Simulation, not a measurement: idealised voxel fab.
Herein follows the process module entitled voxel self aligned vias.
Section cut is 225 nm wide and gridded with 5 nm square cells.
Throughout this document, each cross-section is represented as a grid of square cells and is presented as a sequence of bands enumerated from the top downward, where a band comprises one or more rows of cells. It is stipulated that each band's entry specify, in nanometres, the height of the top of the band and then that of its bottom, followed by the materials of the band in left-to-right sequence, each together with its width in nanometres. A single material marked by the word "everywhere" is understood to fill the band from edge to edge; the word "blank" is understood to denote empty space. Height reference: 0 = level under which incoming wafer is all one material. Lowest band: no bottom, runs on downward, e.g. "0 and below". Width spec "30->40" -> top row of cells at first value, bottom row at second value, equal per-row change in between. A step reported as "remained unchanged" is a step in which no cell of the cross-section changed. Entry "Listed closed voids". Content: empty spaces with no open connection to the top, size 8 cells or greater. Each: width x height at distance. Distance: from left edge. Unit: nm. If you see something after the settings on a step's line, that's the simulator's own remark about that step. The "overlay nm" setting may appear on a step's line; for a step that uses a mask, it gives how far to the right of its planned position the mask lay, and a negative value indicates the left.

STEPS PLANNED FOR THE PROCESS
step 1: RECEIVE with material Si
step 2: CONFORMAL_DEP with material SiO2, thk nm 15
step 3: CONFORMAL_DEP with material SiCN, thk nm 5
step 4: DIRECTIONAL_DEP with material SiO2, thk nm 20
step 5: PATTERN with tone open, mask id LINES, material resist, width nm 20, pitch nm 50, thk nm 20, overlay nm 0
step 6: DIRECTIONAL_ETCH with etch materials SiO2, depth nm 20
step 7: STRIP with etch materials resist
step 8: CONFORMAL_DEP with material TiN, thk nm 5
step 9: FILL_DEP with material Ru, thk nm 5
step 10: CMP with height nm 40
step 11: SELECTIVE_ETCH with etch materials W Ru TiN, depth nm 5
step 12: FILL_DEP with material SiN, thk nm 5
step 13: CMP with height nm 40
step 14: DIRECTIONAL_DEP with material SiO2, thk nm 15
step 15: DIRECTIONAL_DEP with material aC, thk nm 10
step 16: PATTERN with tone open, mask id VIAS, material resist, width nm 30, pitch nm 50, thk nm 25, overlay nm 0
step 17: DIRECTIONAL_ETCH with etch materials aC, depth nm 10
step 18: STRIP with etch materials resist
step 19: DIRECTIONAL_ETCH with etch materials SiO2, depth nm 15
step 20: DIRECTIONAL_ETCH with etch materials SiN, depth nm 5
step 21: STRIP with etch materials aC
step 22: CONFORMAL_DEP with material TiN, thk nm 5
step 23: FILL_DEP with material Ru, thk nm 5
step 24: CMP with height nm 55
step 25: CONFORMAL_DEP with material SiN, thk nm 5

AS-RECEIVED STATE OF THE WAFER IN CROSS-SECTION, EQUIVALENT TO POST-STEP 1
> 0 and below | Si everywhere
> Listed closed voids: none

POST-MODULE CROSS-SECTION: IDENTICAL START AND PLAN TO THOSE ABOVE, ONE MISSTEP IN EXECUTION
> 60 down to 55 | SiN everywhere
> 55 down to 45 | SiO2=45; TiN=5; aC=20; TiN=5; SiO2=20; TiN=5; aC=20; TiN=5; SiO2=20; TiN=5; aC=20; TiN=5; SiO2=50
> 45 down to 40 | SiO2=45; TiN=10; aC=10; TiN=10; SiO2=20; TiN=10; aC=10; TiN=10; SiO2=20; TiN=10; aC=10; TiN=10; SiO2=50
> 40 down to 35 | SiO2=50; TiN=20; SiO2=30; TiN=20; SiO2=30; TiN=20; SiO2=55
> 35 down to 25 | SiO2=50; TiN=5; Ru=10; TiN=5; SiO2=30; TiN=5; Ru=10; TiN=5; SiO2=30; TiN=5; Ru=10; TiN=5; SiO2=55
> 25 down to 20 | SiO2=50; TiN=20; SiO2=30; TiN=20; SiO2=30; TiN=20; SiO2=55
> 20 down to 15 | SiCN everywhere
> 15 down to 0 | SiO2 everywhere
> 0 and below | Si everywhere
> Listed closed voids: none
So what did we get wrong on this run? step 23 changed vs plan, executed as FILL_DEP with material aC, thk nm 5
